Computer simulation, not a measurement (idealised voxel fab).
Process module, titled voxel lift off
cross-section cut | 265 nm wide | cells 5 nm
Cross-section format: a grid of square cells, given as bands from top to bottom; each band is one or more rows of cells.
A band entry consists of two parts. The first gives the height of the band's top and the height of its bottom, in nm. The rest lists the band's materials from left to right, each with its width in nm. A single material labelled with the word "all across" fills the band from edge to edge, and the word "air" marks empty space.
Measure heights from 0. That's the level where, below it, the as-received wafer is all one material. The lowest band is bottomless and extends downward; write it as in "from 0 down".
Note: "30->40" means the width goes from the first number (top row of the band) to the second number (bottom row) in equal steps per row of cells.
What does "nothing was modified" mean for a step? It means no cell of the cross-section changed in that step.
Each empty space that has no open way to the top and spans at least 8 cells appears under "Enclosed void listing" as width x height at distance, the distance counted from the left edge, all in nm.
Whatever follows a step's settings on its line is a remark the simulator itself makes about that step.
Among the settings permitted on a step's line is "overlay nm"; applied to a step with a mask, it specifies the extent to which the mask lay to the right of its planned position, whereas a negative figure signifies a position to the left.

[Steps planned for the process]
1: RECEIVE, material Si
2: CONFORMAL_DEP, material SiO2, thk nm 5
3: PATTERN, tone open, mask id LINES, material resist, width nm 20, pitch nm 50, thk nm 30, overlay nm -15
4: DIRECTIONAL_DEP, material Ru, thk nm 15
5: STRIP, etch materials resist
6: CONFORMAL_DEP, material SiO2, thk nm 5
Split variable: overlay nm, step 3. Plan value = first wafer. Wafers start alike.

[So this is the first of several wafers, cross-sectioned as it came to us, meaning it's at the end of step 1]
from 0 down = Si all across
Enclosed void listing: none

[For your reference, the table is organized with a row per wafer; each row reflects the wafer at the end of the module, indicating for each material the cells gained (+) or lost (-) since receipt, and thereafter its closed voids]
overlay nm -15 | +24 Ru | +118 SiO2 | Enclosed void listing: none
overlay nm -10 | +24 Ru | +118 SiO2 | Enclosed void listing: none
overlay nm -5 | +24 Ru | +118 SiO2 | Enclosed void listing: none
overlay nm 0 | +24 Ru | +118 SiO2 | Enclosed void listing: none
overlay nm 5 | +24 Ru | +118 SiO2 | Enclosed void listing: none
overlay nm 10 | +24 Ru | +118 SiO2 | Enclosed void listing: none
overlay nm 15 | +24 Ru | +118 SiO2 | Enclosed void listing: none
